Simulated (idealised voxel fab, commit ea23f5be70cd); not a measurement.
Documented hereafter: the process module known as voxel wiring stack.
Pictured: cross-section cut, 270 nm wide, on a grid of 5 nm square cells.
A cross-section is written here as square cells arranged in a grid, and it is given in bands from the top down, each band taking up one or more rows of cells.
Each band's line starts with the height of the band's top and of its bottom, in nm. Then come its materials from left to right, each with its width in nm. One material with "all across" fills the band from edge to edge. "air" is empty space.
Ref level 0: as-received wafer is one material below here. Bottom band extends down with no lower bound ("0 -> down").
Width: "30..40" (first number = top row, second number = bottom row, same change from row to row of cells).
No cell of the cross-section changed in a step that is given as "nothing was modified".
Entry "Voids, sealed". Content: empty spaces with no open connection to the top, size 8 cells or greater. Each: width x height at distance. Distance: from left edge. Unit: nm.
It should be noted that, on the line of a given step, the content following the step's settings is a remark produced by the simulator itself with respect to that step.
"overlay nm" answers the question of how far to the right of plan the mask lay on a step that has a mask, and when it is negative the answer is to the left.

[Below is the list of planned process steps]
1. op RECEIVE | material Si
2. op CONFORMAL_DEP | material SiO2 | thk nm 10
3. op DIRECTIONAL_DEP | material TiN | thk nm 5
4. op DIRECTIONAL_DEP | material W | thk nm 15
5. op MASKED_ETCH | tone cover | mask id METAL_1 | width nm 25 | pitch nm 40 | etch materials W | depth nm 15 | overlay nm 0
6. op MASKED_ETCH | tone cover | mask id METAL_1 | width nm 25 | pitch nm 40 | etch materials TiN | depth nm 5 | overlay nm 0
7. op FILL_DEP | material lowk | thk nm 10
8. op CMP | height nm 30
9. op CONFORMAL_DEP | material SiCN | thk nm 5
10. op DIRECTIONAL_DEP | material SiO2 | thk nm 10
11. op DIRECTIONAL_DEP | material aC | thk nm 15
12. op PATTERN | tone open | mask id PLUG_1 | material resist | width nm 15 | pitch nm 40 | thk nm 30 | overlay nm 0
13. op DIRECTIONAL_ETCH | etch materials aC | depth nm 15
14. op STRIP | etch materials resist
15. op DIRECTIONAL_ETCH | etch materials SiO2 | depth nm 10
16. op DIRECTIONAL_ETCH | etch materials SiCN | depth nm 5
17. op STRIP | etch materials aC
18. op CONFORMAL_DEP | material TiN | thk nm 5
19. op FILL_DEP | material W | thk nm 5
20. op CMP | height nm 45
21. op CONFORMAL_DEP | material SiCN | thk nm 5
22. op DIRECTIONAL_DEP | material SiO2 | thk nm 15
23. op MASKED_ETCH | tone open | mask id METAL_2 | width nm 25 | pitch nm 40 | etch materials SiO2 | depth nm 15 | overlay nm 0
24. op MASKED_ETCH | tone open | mask id METAL_2 | width nm 25 | pitch nm 40 | etch materials SiCN | depth nm 5 | overlay nm 0
25. op CONFORMAL_DEP | material TiN | thk nm 5
26. op FILL_DEP | material Cu | thk nm 5
27. op CMP | height nm 65
28. op CONFORMAL_DEP | material SiCN | thk nm 5
29. op DIRECTIONAL_DEP | material lowk | thk nm 35
30. op DIRECTIONAL_DEP | material aC | thk nm 15
31. op PATTERN | tone open | mask id METAL_3_HOLES | material resist | width nm 15 | pitch nm 40 | thk nm 30 | overlay nm 0
32. op DIRECTIONAL_ETCH | etch materials aC | depth nm 15
33. op STRIP | etch materials resist
34. op DIRECTIONAL_ETCH | etch materials lowk | depth nm 35
35. op STRIP | etch materials aC
36. op DIRECTIONAL_DEP | material aC | thk nm 15
37. op PATTERN | tone open | mask id METAL_3 | material resist | width nm 25 | pitch nm 40 | thk nm 35 | overlay nm 0
38. op DIRECTIONAL_ETCH | etch materials aC | depth nm 15
39. op STRIP | etch materials resist
40. op DIRECTIONAL_ETCH | etch materials lowk | depth nm 20
41. op DIRECTIONAL_ETCH | etch materials SiCN | depth nm 5
42. op STRIP | etch materials aC
43. op CONFORMAL_DEP | material TiN | thk nm 5
44. op FILL_DEP | material Ru | thk nm 5
45. op CMP | height nm 105
46. op CONFORMAL_DEP | material SiCN | thk nm 5
47. op DIRECTIONAL_DEP | material SiO2 | thk nm 25
48. op PATTERN | tone open | mask id METAL_4 | material resist | width nm 25 | pitch nm 40 | thk nm 15 | overlay nm 0
49. op DIRECTIONAL_ETCH | etch materials SiO2 | depth nm 15
50. op STRIP | etch materials resist
51. op DIRECTIONAL_DEP | material aC | thk nm 15
52. op PATTERN | tone open | mask id METAL_4_HOLES | material resist | width nm 15 | pitch nm 80 | thk nm 35 | overlay nm 0
53. op DIRECTIONAL_ETCH | etch materials aC | depth nm 15
54. op STRIP | etch materials resist
55. op DIRECTIONAL_ETCH | etch materials SiO2 | depth nm 10
56. op DIRECTIONAL_ETCH | etch materials SiCN | depth nm 5
57. op STRIP | etch materials aC
58. op CONFORMAL_DEP | material TiN | thk nm 5
59. op FILL_DEP | material Ru | thk nm 5
60. op CMP | height nm 135
61. op CONFORMAL_DEP | material SiN | thk nm 5

[Cross-section of the wafer upon arrival, representing the state reached after step 1]
- 0 -> down  Si all across
- Voids, sealed: none

[Here's the cross-section of the first of our two wafers at the end of the module - it ran as planned]
- 140 -> 135  SiN all across
- 135 -> 125  80 SiO2, then 5 TiN, then 15 Ru, then 5 TiN, then 15 SiO2, then 5 TiN, then 15 Ru, then 5 TiN, then 15 SiO2, then 5 TiN, then 15 Ru, then 5 TiN, then 85 SiO2
- 125 -> 120  80 SiO2, then 5 TiN, then 5 Ru, then 15 TiN, then 15 SiO2, then 25 TiN, then 15 SiO2, then 5 TiN, then 5 Ru, then 15 TiN, then 85 SiO2
- 120 -> 110  80 SiO2, then 5 TiN, then 5 Ru, then 5 TiN, then 65 SiO2, then 5 TiN, then 5 Ru, then 5 TiN, then 95 SiO2
- 110 -> 105  80 SiCN, then 15 TiN, then 65 SiCN, then 15 TiN, then 95 SiCN
- 105 -> 90  80 lowk, then 5 TiN, then 15 Ru, then 5 TiN, then 15 lowk, then 5 TiN, then 15 Ru, then 5 TiN, then 15 lowk, then 5 TiN, then 15 Ru, then 5 TiN, then 85 lowk
- 90 -> 85  80 lowk, then 5 TiN, then 5 Ru, then 15 TiN, then 15 lowk, then 5 TiN, then 5 Ru, then 15 TiN, then 15 lowk, then 5 TiN, then 5 Ru, then 15 TiN, then 85 lowk
- 85 -> 70  80 lowk, then 5 TiN, then 5 Ru, then 5 TiN, then 25 lowk, then 5 TiN, then 5 Ru, then 5 TiN, then 25 lowk, then 5 TiN, then 5 Ru, then 5 TiN, then 95 lowk
- 70 -> 65  80 SiCN, then 15 TiN, then 25 SiCN, then 15 TiN, then 25 SiCN, then 15 TiN, then 95 SiCN
- 65 -> 50  80 SiO2, then 5 TiN, then 15 Cu, then 5 TiN, then 15 SiO2, then 5 TiN, then 15 Cu, then 5 TiN, then 15 SiO2, then 5 TiN, then 15 Cu, then 5 TiN, then 85 SiO2
- 50 -> 45  80 SiCN, then 25 TiN, then 15 SiCN, then 25 TiN, then 15 SiCN, then 25 TiN, then 85 SiCN
- 45 -> 35  80 SiO2, then 5 TiN, then 5 W, then 5 TiN, then 25 SiO2, then 5 TiN, then 5 W, then 5 TiN, then 25 SiO2, then 5 TiN, then 5 W, then 5 TiN, then 95 SiO2
- 35 -> 30  80 SiCN, then 15 TiN, then 25 SiCN, then 15 TiN, then 25 SiCN, then 15 TiN, then 95 SiCN
- 30 -> 15  80 lowk, then 25 W, then 15 lowk, then 25 W, then 15 lowk, then 25 W, then 85 lowk
- 15 -> 10  80 lowk, then 25 TiN, then 15 lowk, then 25 TiN, then 15 lowk, then 25 TiN, then 85 lowk
- 10 -> 0  SiO2 all across
- 0 -> down  Si all across
- Voids, sealed: none

[What the second wafer looks like in cross-section once the module is done. Its start and its plan matched the first wafer's exactly; what differed was one mistake in how it was run]
- 140 -> 135  SiN all across
- 135 -> 125  80 SiO2, then 5 TiN, then 15 Ru, then 5 TiN, then 15 SiO2, then 5 TiN, then 15 Ru, then 5 TiN, then 15 SiO2, then 5 TiN, then 15 Ru, then 5 TiN, then 85 SiO2
- 125 -> 120  80 SiO2, then 5 TiN, then 5 Ru, then 15 TiN, then 15 SiO2, then 25 TiN, then 15 SiO2, then 5 TiN, then 5 Ru, then 15 TiN, then 85 SiO2
- 120 -> 110  80 SiO2, then 5 TiN, then 5 Ru, then 5 TiN, then 65 SiO2, then 5 TiN, then 5 Ru, then 5 TiN, then 95 SiO2
- 110 -> 105  80 SiCN, then 15 TiN, then 65 SiCN, then 15 TiN, then 95 SiCN
- 105 -> 90  80 lowk, then 5 TiN, then 15 Ru, then 5 TiN, then 15 lowk, then 5 TiN, then 15 Ru, then 5 TiN, then 15 lowk, then 5 TiN, then 15 Ru, then 5 TiN, then 85 lowk
- 90 -> 85  80 lowk, then 5 TiN, then 5 Ru, then 15 TiN, then 15 lowk, then 5 TiN, then 5 Ru, then 15 TiN, then 15 lowk, then 5 TiN, then 5 Ru, then 15 TiN, then 85 lowk
- 85 -> 70  80 lowk, then 5 TiN, then 5 Ru, then 5 TiN, then 25 lowk, then 5 TiN, then 5 Ru, then 5 TiN, then 25 lowk, then 5 TiN, then 5 Ru, then 5 TiN, then 95 lowk
- 70 -> 65  80 SiCN, then 15 TiN, then 25 SiCN, then 15 TiN, then 25 SiCN, then 15 TiN, then 95 SiCN
- 65 -> 55  75 Cu, then 5 TiN, then 25 SiO2, then 5 TiN, then 5 Cu, then 5 TiN, then 25 SiO2, then 5 TiN, then 5 Cu, then 5 TiN, then 25 SiO2, then 5 TiN, then 80 Cu
- 55 -> 50  80 TiN, then 25 SiO2, then 15 TiN, then 25 SiO2, then 15 TiN, then 25 SiO2, then 85 TiN
- 50 -> 45  SiCN all across
- 45 -> 35  80 SiO2, then 5 TiN, then 5 W, then 5 TiN, then 25 SiO2, then 5 TiN, then 5 W, then 5 TiN, then 25 SiO2, then 5 TiN, then 5 W, then 5 TiN, then 95 SiO2
- 35 -> 30  80 SiCN, then 15 TiN, then 25 SiCN, then 15 TiN, then 25 SiCN, then 15 TiN, then 95 SiCN
- 30 -> 15  80 lowk, then 25 W, then 15 lowk, then 25 W, then 15 lowk, then 25 W, then 85 lowk
- 15 -> 10  80 lowk, then 25 TiN, then 15 lowk, then 25 TiN, then 15 lowk, then 25 TiN, then 85 lowk
- 10 -> 0  SiO2 all across
- 0 -> down  Si all across
- Voids, sealed: none
Run error: step 23 ran differently from the plan; actual operation with settings: op MASKED_ETCH | tone cover | mask id METAL_2 | width nm 25 | pitch nm 40 | etch materials SiO2 | depth nm 15 | overlay nm 0
Final tally in cells, some materials are higher or lower on the second wafer than on the first: Cu: 39 more | SiCN: 15 more | SiO2: 72 fewer | TiN: 18 more
